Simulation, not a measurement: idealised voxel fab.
The following process module bears the name voxel double patterning.
This is section cut - it's 260 nm across, gridded in 5 nm square cells.
This document writes a cross-section as a grid whose cells are square, and gives it as bands, listed from the top down; one or more rows of cells form a band.
What a band's entry tells you: where the top is and where the bottom is, as heights in nm, and after that what lies inside, material by material from left to right, each with its width in nm. Empty space is written as the word "air", and a single material marked with the word "full width" occupies the band from edge to edge.
Heights are expressed relative to 0, this being the level below which the as-received wafer comprises one material exclusively. The lowest band is unbounded in the downward direction and is denoted as in "0 down".
A width given as "30->40" starts at the first number in the band's top row and ends at the second number in its bottom row, shifting by an equal amount at every step from row to row.
You'll sometimes find "nothing was modified" written for a step, and that's the way of saying that nowhere in the cross-section did a cell change during that step.
Any empty space of 8 cells or more lacking an open way to the top shows up in "Closed void list" as width x height at distance, distance from the left edge, in nm.
What comes after the settings on a step's line is commentary from the simulator itself on that step.
Among the settings permitted on a step's line is "overlay nm"; applied to a step with a mask, it specifies the extent to which the mask lay to the right of its planned position, whereas a negative figure signifies a position to the left.
The planned process steps are enumerated hereunder:
- 1: RECEIVE: material Si
- 2: CONFORMAL_DEP: material SiO2, thk nm 5
- 3: DIRECTIONAL_DEP: material TiN, thk nm 20
- 4: DIRECTIONAL_DEP: material SiCN, thk nm 10
- 5: DIRECTIONAL_DEP: material aC, thk nm 15
- 6: PATTERN: tone open, mask id FIRST, material resist, width nm 15, pitch nm 50, thk nm 30, overlay nm 0
- 7: DIRECTIONAL_ETCH: etch materials aC, depth nm 15
- 8: STRIP: etch materials resist
- 9: DIRECTIONAL_ETCH: etch materials SiCN, depth nm 10
- 10: STRIP: etch materials aC
- 11: MASKED_ETCH: tone open, mask id SECOND, width nm 15, etch materials SiCN, depth nm 10, overlay nm 0
- 12: DIRECTIONAL_ETCH: etch materials TiN, depth nm 20
- 13: STRIP: etch materials SiCN
Wafer as received: cross-section following step 1:
	0 down = Si full width
	Closed void list: none
Looking at the first of two wafers in cross-section at end of module - ran to plan:
	25 to 5 = TiN=95 | air=15 | TiN=10 | air=15 | TiN=10 | air=15 | TiN=100
	5 to 0 = SiO2 full width
	0 down = Si full width
	Closed void list: none
What the second wafer looks like in cross-section once the module is done. Its start and its plan matched the first wafer's exactly; what differed was one mistake in how it was run:
	45 to 25 = TiN=95 | air=15 | TiN=10 | air=15 | TiN=10 | air=15 | TiN=100
	25 to 5 = TiN full width
	5 to 0 = SiO2 full width
	0 down = Si full width
	Closed void list: none
Run error: step 3, plan: ran twice
at the end the second wafer has, in cells: TiN: 208 more
